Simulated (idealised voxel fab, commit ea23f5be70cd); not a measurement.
Presented below is a process module, voxel tone inversion.
The cross-section on display is named cut; it measures 140 nm wide, and its cells are 5 nm squares.
A cross-section in this document is a grid of square cells, and it is written down as bands, the top band listed before the ones below it; a band is made up of one or more rows of cells.
Heights first: top, then bottom, in nm. Then materials, left to right, each with a width in nm. "everywhere" on a single material: fills the band edge to edge. "air": empty space.
Height datum 0, below which the as-received substrate wafer is one material. Lowest band open at the bottom, running downward: "0 -> down".
A width given as "30 to 40" starts at the first number in the band's top row and ends at the second number in its bottom row, shifting by an equal amount at every step from row to row.
"nothing different" for a step: no cell of the cross-section changed in that step.
So "Closed void roster" is basically the list of trapped voids: any empty space of 8 cells or more that can't reach the top through an opening. They're written width x height at distance, the distance being from the left edge, and it's all nm.
Whatever follows a step's settings on its line is a remark the simulator itself makes about that step.
overlay nm: mask offset rightward from planned place, masked step; negative means leftward offset.
**The process steps that were planned are listed below**
1: RECEIVE: material Si
2: CONFORMAL_DEP: material SiCN, thk nm 5
3: DIRECTIONAL_DEP: material aC, thk nm 20
4: PATTERN: tone cover, mask id POSTS, material resist, width nm 25, pitch nm 40, thk nm 25, overlay nm 0
5: DIRECTIONAL_ETCH: etch materials aC, depth nm 20
6: STRIP: etch materials resist
7: FILL_DEP: material lowk, thk nm 10
8: CMP: height nm 25
9: STRIP: etch materials aC
**Wafer, first of two, run as planned**
**Wafer as received: cross-section following step 1**
- 0 -> down | Si everywhere
- Closed void roster: none
**Cross-section of the wafer subsequent to step 2**
- 5 -> 0 | SiCN everywhere
- Below 0, the layers are the same as they were.
**Cross-section of the wafer subsequent to step 3**
- 25 -> 5 | aC everywhere
- Below 5, the layers are the same as they were.
**Cross-section of the wafer subsequent to step 4**
- 50 -> 25 | air=15, then resist=25, then air=15, then resist=25, then air=15, then resist=25, then air=20
- Below 25, the layers are the same as they were.
**Cross-section of the wafer subsequent to step 5**
- 30 -> 25 | air=15, then resist=25, then air=15, then resist=25, then air=15, then resist=25, then air=20
- 25 -> 5 | air=15, then aC=25, then air=15, then aC=25, then air=15, then aC=25, then air=20
- Below 5, the layers are the same as they were.
**Cross-section of the wafer subsequent to step 6**
- 25 -> 5 | air=15, then aC=25, then air=15, then aC=25, then air=15, then aC=25, then air=20
- Below 5, the layers are the same as they were.
**Cross-section of the wafer subsequent to step 7**
- 35 -> 25 | lowk everywhere
- 25 -> 5 | lowk=15, then aC=25, then lowk=15, then aC=25, then lowk=15, then aC=25, then lowk=20
- Below 5, the layers are the same as they were.
**Cross-section of the wafer subsequent to step 8**
- 25 -> 5 | lowk=15, then aC=25, then lowk=15, then aC=25, then lowk=15, then aC=25, then lowk=20
- Below 5, the layers are the same as they were.
**Cross-section of the wafer subsequent to step 9**
- 25 -> 5 | lowk=15, then air=25, then lowk=15, then air=25, then lowk=15, then air=25, then lowk=20
- Below 5, the layers are the same as they were.
**Wafer two of two - same starting point, same process plan, one mistake in execution; matches wafer one up to and including step 7**
**Cross-section of the second wafer at the time by which step 8 should have been completed according to the plan**
- 15 -> 5 | lowk=15, then aC=25, then lowk=15, then aC=25, then lowk=15, then aC=25, then lowk=20
- Below 5, the layers are the same as they were.
**Cross-section of the second wafer at the time by which step 9 should have been completed according to the plan**
- 15 -> 5 | lowk=15, then air=25, then lowk=15, then air=25, then lowk=15, then air=25, then lowk=20
- Below 5, the layers are the same as they were.
Processing error: step 8 was not run as planned; what actually ran was CMP: height nm 15
Final tally in cells, some materials are higher or lower on the second wafer than on the first: -26 lowk
